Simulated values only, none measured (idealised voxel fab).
The following is a process module called voxel transistor to metal.
Square cells of 5 nm make up the cross-section cut, whose width is 150 nm.
Each cross-section below is a grid of square cells, stated as bands in top-down order, with one or more rows of cells making up each band. Each band's line starts with the height of the band's top and of its bottom, in nm. Then come its materials from left to right, each with its width in nm. One material with "throughout" fills the band from edge to edge. "blank" is empty space. Below 0: as-received wafer, all one material; heights counted from there. Lowest band: no bottom, goes on down, written "from 0 down". A width such as "30->40" changes by the same amount from each row of cells to the next, from the band's top row to its bottom row. "remained unchanged" (step): cross-section cells unchanged, all of them. Look at "Completely enclosed voids" for the closed voids: empty spaces with no open path to the top, sized 8 cells or up. Each is width x height at distance, distance from the left edge, all nm. If you see something after the settings on a step's line, that's the simulator's own remark about that step. Regarding "overlay nm": on a step with a mask, it is the distance the mask lay to the right of its planned place; a negative value places it to the left.

**Process steps - plan**
1,RECEIVE, material Si
2,OXIDIZE, depth nm 5
3,CONFORMAL_DEP, material SiN, thk nm 15
4,PATTERN, tone cover, mask id ACTIVE, material resist, width nm 90, thk nm 20, overlay nm 0
5,DIRECTIONAL_ETCH, etch materials SiN, depth nm 15
6,DIRECTIONAL_ETCH, etch materials SiO2, depth nm 5
7,DIRECTIONAL_ETCH, etch materials Si, depth nm 25
8,STRIP, etch materials resist
9,FILL_DEP, material SiO2, thk nm 5
10,CMP, height nm 15
11,SELECTIVE_ETCH, etch materials SiO2, depth nm 15
12,STRIP, etch materials SiN
13,SELECTIVE_ETCH, etch materials SiO2, depth nm 5
14,OXIDIZE, depth nm 5
15,DIRECTIONAL_DEP, material polySi, thk nm 25
16,DIRECTIONAL_DEP, material SiCN, thk nm 15
17,MASKED_ETCH, tone cover, mask id GATE, width nm 20, etch materials SiCN, depth nm 25, overlay nm 0
18,MASKED_ETCH, tone cover, mask id GATE, width nm 20, etch materials polySi, depth nm 35, overlay nm 0
19,CONFORMAL_DEP, material SiN, thk nm 10
20,DIRECTIONAL_ETCH, etch materials SiN, depth nm 10
21,DIRECTIONAL_ETCH, etch materials SiO2, depth nm 5
22,DIRECTIONAL_ETCH, etch materials Si, depth nm 5
23,EPI, material SiGe, thk nm 10
24,FILL_DEP, material SiO2, thk nm 5
25,CMP, height nm 35
26,DIRECTIONAL_DEP, material SiO2, thk nm 15
27,PATTERN, tone open, mask id CONTACT, material resist, width nm 15, pitch nm 65, thk nm 20, overlay nm 0
28,DIRECTIONAL_ETCH, etch materials SiO2, depth nm 55
29,STRIP, etch materials resist
30,CONFORMAL_DEP, material TiN, thk nm 5
31,FILL_DEP, material W, thk nm 10
32,CMP, height nm 50
33,DIRECTIONAL_DEP, material TiN, thk nm 5
34,DIRECTIONAL_DEP, material Ru, thk nm 25
35,DIRECTIONAL_DEP, material aC, thk nm 10
36,PATTERN, tone cover, mask id METAL_1, material resist, width nm 15, pitch nm 65, thk nm 25, overlay nm 0
37,DIRECTIONAL_ETCH, etch materials aC, depth nm 10
38,STRIP, etch materials resist
39,DIRECTIONAL_ETCH, etch materials Ru, depth nm 25
40,DIRECTIONAL_ETCH, etch materials TiN, depth nm 5
41,STRIP, etch materials aC
42,CONFORMAL_DEP, material SiN, thk nm 5
43,FILL_DEP, material SiO2, thk nm 5
44,CMP, height nm 80
45,CONFORMAL_DEP, material SiCN, thk nm 5
46,DIRECTIONAL_DEP, material SiO2, thk nm 35
47,PATTERN, tone open, mask id METAL_2, material resist, width nm 15, pitch nm 65, thk nm 20, overlay nm 0
48,DIRECTIONAL_ETCH, etch materials SiO2, depth nm 20
49,STRIP, etch materials resist
50,PATTERN, tone open, mask id METAL_2_HOLES, material resist, width nm 15, pitch nm 65, thk nm 20, overlay nm 0
51,DIRECTIONAL_ETCH, etch materials SiO2, depth nm 15
52,DIRECTIONAL_ETCH, etch materials SiCN, depth nm 5
53,STRIP, etch materials resist
54,CONFORMAL_DEP, material TiN, thk nm 5
55,FILL_DEP, material Ru, thk nm 10
56,CMP, height nm 120
57,CONFORMAL_DEP, material SiN, thk nm 5

**Wafer at receipt (post step 1), cross-section**
- from 0 down | Si throughout
- Completely enclosed voids: none

**Cross-section: first of two wafers, module finished, run according to plan**
- from 125 to 120 | SiN throughout
- from 120 to 85 | 35 nm SiO2, 5 nm TiN, 5 nm Ru, 5 nm TiN, 50 nm SiO2, 5 nm TiN, 5 nm Ru, 5 nm TiN, 35 nm SiO2
- from 85 to 80 | 35 nm SiCN, 15 nm TiN, 50 nm SiCN, 15 nm TiN, 35 nm SiCN
- from 80 to 55 | 30 nm SiO2, 5 nm SiN, 15 nm Ru, 5 nm SiN, 40 nm SiO2, 5 nm SiN, 15 nm Ru, 5 nm SiN, 30 nm SiO2
- from 55 to 50 | 35 nm SiN, 15 nm TiN, 50 nm SiN, 15 nm TiN, 35 nm SiN
- from 50 to 35 | 35 nm SiO2, 5 nm TiN, 5 nm W, 5 nm TiN, 50 nm SiO2, 5 nm TiN, 5 nm W, 5 nm TiN, 35 nm SiO2
- from 35 to 20 | 35 nm SiO2, 5 nm TiN, 5 nm W, 5 nm TiN, 5 nm SiO2, 10 nm SiN, 20 nm SiCN, 10 nm SiN, 5 nm SiO2, 5 nm TiN, 5 nm W, 5 nm TiN, 35 nm SiO2
- from 20 to 5 | 35 nm SiO2, 5 nm TiN, 5 nm W, 5 nm TiN, 5 nm SiO2, 10 nm SiN, 20 nm polySi, 10 nm SiN, 5 nm SiO2, 5 nm TiN, 5 nm W, 5 nm TiN, 35 nm SiO2
- from 5 to 0 | 35 nm SiO2, 15 nm TiN, 5 nm SiO2, 10 nm SiN, 20 nm polySi, 10 nm SiN, 5 nm SiO2, 15 nm TiN, 35 nm SiO2
- from 0 to -5 | 35 nm SiO2, 10 nm TiN, 10 nm SiGe, 10 nm SiN, 20 nm polySi, 10 nm SiN, 10 nm SiGe, 10 nm TiN, 35 nm SiO2
- from -5 to -10 | 25 nm SiO2, 30 nm SiGe, 40 nm SiO2, 30 nm SiGe, 25 nm SiO2
- from -10 to -15 | 30 nm SiO2, 25 nm SiGe, 40 nm Si, 25 nm SiGe, 30 nm SiO2
- from -15 to -30 | 30 nm SiO2, 90 nm Si, 30 nm SiO2
- from -30 down | Si throughout
- Completely enclosed voids: none

**Cross-section at end of module for the second wafer of two, which matched the first in starting point and plan and differed by one mistake in its processing**
- from 125 to 120 | SiN throughout
- from 120 to 110 | Ru throughout
- from 110 to 105 | 30 nm Ru, 25 nm TiN, 40 nm Ru, 25 nm TiN, 30 nm Ru
- from 105 to 100 | 35 nm TiN, 15 nm SiO2, 50 nm TiN, 15 nm SiO2, 35 nm TiN
- from 100 to 85 | SiO2 throughout
- from 85 to 80 | SiCN throughout
- from 80 to 55 | 30 nm SiO2, 5 nm SiN, 15 nm Ru, 5 nm SiN, 40 nm SiO2, 5 nm SiN, 15 nm Ru, 5 nm SiN, 30 nm SiO2
- from 55 to 50 | 35 nm SiN, 15 nm TiN, 50 nm SiN, 15 nm TiN, 35 nm SiN
- from 50 to 35 | 35 nm SiO2, 5 nm TiN, 5 nm W, 5 nm TiN, 50 nm SiO2, 5 nm TiN, 5 nm W, 5 nm TiN, 35 nm SiO2
- from 35 to 20 | 35 nm SiO2, 5 nm TiN, 5 nm W, 5 nm TiN, 5 nm SiO2, 10 nm SiN, 20 nm SiCN, 10 nm SiN, 5 nm SiO2, 5 nm TiN, 5 nm W, 5 nm TiN, 35 nm SiO2
- from 20 to 5 | 35 nm SiO2, 5 nm TiN, 5 nm W, 5 nm TiN, 5 nm SiO2, 10 nm SiN, 20 nm polySi, 10 nm SiN, 5 nm SiO2, 5 nm TiN, 5 nm W, 5 nm TiN, 35 nm SiO2
- from 5 to 0 | 35 nm SiO2, 15 nm TiN, 5 nm SiO2, 10 nm SiN, 20 nm polySi, 10 nm SiN, 5 nm SiO2, 15 nm TiN, 35 nm SiO2
- from 0 to -5 | 35 nm SiO2, 10 nm TiN, 10 nm SiGe, 10 nm SiN, 20 nm polySi, 10 nm SiN, 10 nm SiGe, 10 nm TiN, 35 nm SiO2
- from -5 to -10 | 25 nm SiO2, 30 nm SiGe, 40 nm SiO2, 30 nm SiGe, 25 nm SiO2
- from -10 to -15 | 30 nm SiO2, 25 nm SiGe, 40 nm Si, 25 nm SiGe, 30 nm SiO2
- from -15 to -30 | 30 nm SiO2, 90 nm Si, 30 nm SiO2
- from -30 down | Si throughout
- Completely enclosed voids: none
Short version of what went wrong: the process deviated at step 47: the operation and settings actually run there were PATTERN, tone cover, mask id METAL_2, material resist, width nm 15, pitch nm 65, thk nm 20, overlay nm 0
Counted in cells at the end, the second wafer holds more or fewer of these materials than the first: Ru: 66 more, SiCN: 6 more, SiO2: 72 fewer
